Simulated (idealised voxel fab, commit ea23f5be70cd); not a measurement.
process module | voxel tone inversion
cross-section cut | 190 nm wide | cells 5 nm
A cross-section is a grid of square cells, given in bands from the top down. A band is one or more rows of cells.
Each band's line starts with the height of the band's top and of its bottom, in nm. Then come its materials from left to right, each with its width in nm. One material with "throughout" fills the band from edge to edge. "air" is empty space.
Height 0 is the level under which the wafer as received is all one material. The lowest band goes on downwards, as in "0 down".
A width such as "30 to 40" changes by the same amount from each row of cells to the next, from the band's top row to its bottom row.
"no change" after a step means that no cell of the cross-section changed.
closed voids: empty space of 8 cells or more with no open way to the top, each as width x height at its distance from the left edge, in nm
after a step's settings: what the simulator itself notes on the step
overlay nm, on a step with a mask: how far to the right of its planned place the mask lay; to the left if negative
plan
1 op RECEIVE | material Si
2 op CONFORMAL_DEP | material SiN | thk nm 10
3 op DIRECTIONAL_DEP | material polySi | thk nm 15
4 op PATTERN | tone cover | mask id POSTS | material resist | width nm 25 | pitch nm 45 | thk nm 25 | overlay nm 0
5 op DIRECTIONAL_ETCH | etch materials polySi | depth nm 15
6 op STRIP | etch materials resist
7 op FILL_DEP | material SiO2 | thk nm 5
8 op CMP | height nm 25
9 op STRIP | etch materials polySi
first wafer, as planned
as received, after step 1
  0 down: Si throughout
  closed voids: none
after step 2
  10 to 0: SiN throughout
  below 0: unchanged
after step 3
  25 to 10: polySi throughout
  below 10: unchanged
after step 4
  50 to 25: air 15 | resist 25 | air 20 | resist 25 | air 20 | resist 25 | air 20 | resist 25 | air 15
  below 25: unchanged
after step 5
  50 to 25: air 15 | resist 25 | air 20 | resist 25 | air 20 | resist 25 | air 20 | resist 25 | air 15
  25 to 10: air 15 | polySi 25 | air 20 | polySi 25 | air 20 | polySi 25 | air 20 | polySi 25 | air 15
  below 10: unchanged
after step 6
  25 to 10: air 15 | polySi 25 | air 20 | polySi 25 | air 20 | polySi 25 | air 20 | polySi 25 | air 15
  below 10: unchanged
after step 7
  30 to 25: SiO2 throughout
  25 to 10: SiO2 15 | polySi 25 | SiO2 20 | polySi 25 | SiO2 20 | polySi 25 | SiO2 20 | polySi 25 | SiO2 15
  below 10: unchanged
after step 8
  25 to 10: SiO2 15 | polySi 25 | SiO2 20 | polySi 25 | SiO2 20 | polySi 25 | SiO2 20 | polySi 25 | SiO2 15
  below 10: unchanged
after step 9
  25 to 10: SiO2 15 | air 25 | SiO2 20 | air 25 | SiO2 20 | air 25 | SiO2 20 | air 25 | SiO2 15
  below 10: unchanged
second wafer: like start, like plan, one mistake. Through step 3 it matches the first wafer
when step 4 should have ended
  50 to 25: resist 15 | air 25 | resist 20 | air 25 | resist 20 | air 25 | resist 20 | air 25 | resist 15
  below 25: unchanged
when step 5 should have ended
  50 to 25: resist 15 | air 25 | resist 20 | air 25 | resist 20 | air 25 | resist 20 | air 25 | resist 15
  25 to 10: polySi 15 | air 25 | polySi 20 | air 25 | polySi 20 | air 25 | polySi 20 | air 25 | polySi 15
  below 10: unchanged
when step 6 should have ended
  25 to 10: polySi 15 | air 25 | polySi 20 | air 25 | polySi 20 | air 25 | polySi 20 | air 25 | polySi 15
  below 10: unchanged
when step 7 should have ended
  30 to 25: SiO2 throughout
  25 to 10: polySi 15 | SiO2 25 | polySi 20 | SiO2 25 | polySi 20 | SiO2 25 | polySi 20 | SiO2 25 | polySi 15
  below 10: unchanged
when step 8 should have ended
  25 to 10: polySi 15 | SiO2 25 | polySi 20 | SiO2 25 | polySi 20 | SiO2 25 | polySi 20 | SiO2 25 | polySi 15
  below 10: unchanged
when step 9 should have ended
  25 to 10: air 15 | SiO2 25 | air 20 | SiO2 25 | air 20 | SiO2 25 | air 20 | SiO2 25 | air 15
  below 10: unchanged
what went wrong: step 4 ran as: op PATTERN | tone open | mask id POSTS | material resist | width nm 25 | pitch nm 45 | thk nm 25 | overlay nm 0
at the end the second wafer has, in cells: 6 more of SiO2
